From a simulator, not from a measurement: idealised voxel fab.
Name of the process module below: voxel local oxidation
The cross-section on display is named cut; it measures 150 nm wide, and its cells are 5 nm squares.
A cross-section in this document is a grid of square cells, and it is written down as bands, the top band listed before the ones below it; a band is made up of one or more rows of cells.
Each band's line starts with the height of the band's top and of its bottom, in nm. Then come its materials from left to right, each with its width in nm. One material with "full width" fills the band from edge to edge. "air" is empty space.
The reference from which all heights are counted is 0, the level beneath which the as-received wafer is entirely one material; the lowest band, having no lower bound, proceeds downward and is written after the example "0 nm and below".
Quick explanation for "30->40": the width changes in equal steps down the rows of cells, from the first number in the band's top row to the second number in its bottom row.
"stayed the same" (step): cross-section cells unchanged, all of them.
Closed-off voids of 8+ cells (no open route to the top) go in "Closed void roster", written width x height at distance from the left edge, in nm.
Past the settings on a step's line: simulator remark, on that step.
"overlay nm" denotes, for a step that has a mask, the displacement of the mask to the right of its planned place, with negative values corresponding to the left.

Steps in the process plan
1: RECEIVE: material Si
2: OXIDIZE: depth nm 5
3: CONFORMAL_DEP: material SiN, thk nm 15
4: DIRECTIONAL_DEP: material aC, thk nm 15
5: PATTERN: tone cover, mask id ACTIVE, material resist, width nm 95, thk nm 30, overlay nm 0
6: DIRECTIONAL_ETCH: etch materials aC, depth nm 15
7: STRIP: etch materials resist
8: DIRECTIONAL_ETCH: etch materials SiN, depth nm 15
9: STRIP: etch materials aC
10: SELECTIVE_ETCH: etch materials SiO2, depth nm 5
11: OXIDIZE: depth nm 15
12: STRIP: etch materials SiN

So this is the incoming wafer in cross-section - it's already been through step 1
0 nm and below: Si full width
Closed void roster: none

Look at the cross-section after the module: the wafer started out the way shown above and the plan was the one shown above, yet one mistake was made along the way
0 nm to -5 nm: air 40 / SiO2 65 / air 45
-5 nm to -20 nm: SiO2 55 / Si 35 / SiO2 60
-20 nm and below: Si full width
Closed void roster: none
So what did we get wrong on this run? step 10 was not run as planned; what actually ran was SELECTIVE_ETCH: etch materials SiO2, depth nm 15
